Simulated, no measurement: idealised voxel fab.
The document below concerns the process module designated voxel double patterning.
The cross-section on display is named cut; it measures 215 nm wide, and its cells are 5 nm squares.
Think of the cross-section as a grid of square cells. We describe it in bands, top to bottom, and each band covers one or more rows of those cells. For a band, the entry starts with two heights in nm, that of the top and then that of the bottom, and carries on with the band's materials in order from left to right, each alongside its width in nm; the word "everywhere" beside a single material means it fills the band edge to edge, and "blank" means empty space. It should be noted that heights are counted from 0, beneath which the wafer as supplied is of one material throughout, and that the lowest band possesses no lower boundary but continues downward, as written in "0 and below". The two numbers in a width such as "30->40" mark its ends across the band: the first belongs to the top row of cells, the second to the bottom row, and from each row to the next the width moves by the same amount. For the purposes of this document, the phrase "remains unaltered" attached to a step denotes that no cell within the cross-section was modified by that step. You'll see "Sealed-off cavities" listing empty spaces that have no way open to the top, as long as they're 8 cells or more; the notation is width x height at distance, where the distance is from the left edge, and all of it is in nm. Read whatever lies past the settings on a step's line as the simulator's own remark about the step. A step's line can hold "overlay nm"; with a mask on that step, the setting says how far right of the planned place the mask lay, while a negative setting says it lay to the left.

This section lists the process steps that were planned
1) op RECEIVE | material Si
2) op CONFORMAL_DEP | material SiO2 | thk nm 5
3) op DIRECTIONAL_DEP | material W | thk nm 20
4) op DIRECTIONAL_DEP | material SiCN | thk nm 5
5) op DIRECTIONAL_DEP | material aC | thk nm 10
6) op PATTERN | tone open | mask id FIRST | material resist | width nm 15 | pitch nm 50 | thk nm 25 | overlay nm 0
7) op DIRECTIONAL_ETCH | etch materials aC | depth nm 10
8) op STRIP | etch materials resist
9) op DIRECTIONAL_ETCH | etch materials SiCN | depth nm 5
10) op STRIP | etch materials aC
11) op MASKED_ETCH | tone open | mask id SECOND | width nm 15 | pitch nm 50 | etch materials SiCN | depth nm 5 | overlay nm 0
12) op DIRECTIONAL_ETCH | etch materials W | depth nm 20
13) op STRIP | etch materials SiCN

The cross-section here shows the wafer as received, i.e. in its state after step 1
> 0 and below: Si everywhere
> Sealed-off cavities: none

The following cross-section depicts the wafer upon conclusion of the module. Processing commenced from the starting condition illustrated above and adhered to the plan illustrated above, save for one mistake in execution
> 25 down to 20: SiO2 everywhere
> 20 down to 0: W everywhere
> 0 and below: Si everywhere
> Sealed-off cavities: none
Plan not followed: plan steps 2 and 3 run swapped
